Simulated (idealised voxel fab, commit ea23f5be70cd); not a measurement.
Presented below is a process module, voxel fin reveal.
The cross-section shown here is cut; it is 270 nm wide and divided into square cells measuring 5 nm on a side.
Just so we're on the same page, the cross-sections are grids of square cells, and they're listed out in bands top to bottom, each band one or more rows deep. The entry gives the band's vertical extent as a top height and a bottom height in nm, then its horizontal make-up as materials from left to right, each with a width in nm. "empty" stands for empty space; a single material marked "throughout" fills the band edge to edge. Heights are measured from 0, the level below which the as-received wafer is all one material; the lowest band has no bottom and continues downward, written as in "0 -> down". The width entry "30..40" should be interpreted row by row: the top row of cells in the band takes the first number, the bottom row takes the second number, and the change between adjacent rows is uniform throughout. "nothing changed" -> step changed no cross-section cell. "Closed voids list" specifies each empty space that is not open to the top and that occupies no fewer than 8 cells, using the form width x height at distance, the distance measured from the left edge and all three quantities in nm. Anything after a step's settings on that line? It's the simulator's own note about the step. A step's line can hold "overlay nm"; with a mask on that step, the setting says how far right of the planned place the mask lay, while a negative setting says it lay to the left.

Plan:
1. RECEIVE, material Si
2. CONFORMAL_DEP, material SiN, thk nm 5
3. PATTERN, tone cover, mask id FINS, material resist, width nm 15, pitch nm 45, thk nm 20, overlay nm 0
4. DIRECTIONAL_ETCH, etch materials SiN, depth nm 5
5. DIRECTIONAL_ETCH, etch materials Si, depth nm 30
6. STRIP, etch materials resist
7. FILL_DEP, material SiO2, thk nm 15
8. CMP, height nm 5
9. SELECTIVE_ETCH, etch materials SiO2, depth nm 15
10. STRIP, etch materials SiN
11. CONFORMAL_DEP, material HfO2, thk nm 5

Cross-section of the incoming wafer, state after step 1:
- 0 -> down | Si throughout
- Closed voids list: none

Final wafer profile in cross-section after the module, from the same start and plan as above, with one mistake made during processing:
- 5 -> 0 | empty 75 / HfO2 25 / empty 20 / HfO2 25 / empty 20 / HfO2 25 / empty 80
- 0 -> -5 | empty 75 / HfO2 5 / Si 15 / HfO2 5 / empty 20 / HfO2 5 / Si 15 / HfO2 5 / empty 20 / HfO2 5 / Si 15 / HfO2 5 / empty 80
- -5 -> -10 | HfO2 70 / empty 5 / HfO2 5 / Si 15 / HfO2 5 / empty 20 / HfO2 5 / Si 15 / HfO2 5 / empty 20 / HfO2 5 / Si 15 / HfO2 5 / empty 5 / HfO2 75
- -10 -> -15 | SiO2 65 / HfO2 15 / Si 15 / HfO2 30 / Si 15 / HfO2 30 / Si 15 / HfO2 15 / SiO2 70
- -15 -> -30 | SiO2 80 / Si 15 / SiO2 30 / Si 15 / SiO2 30 / Si 15 / SiO2 85
- -30 -> down | Si throughout
- Closed voids list: none
Deviation from plan: steps 9 and 10 of the plan were each performed in the slot designated for the other
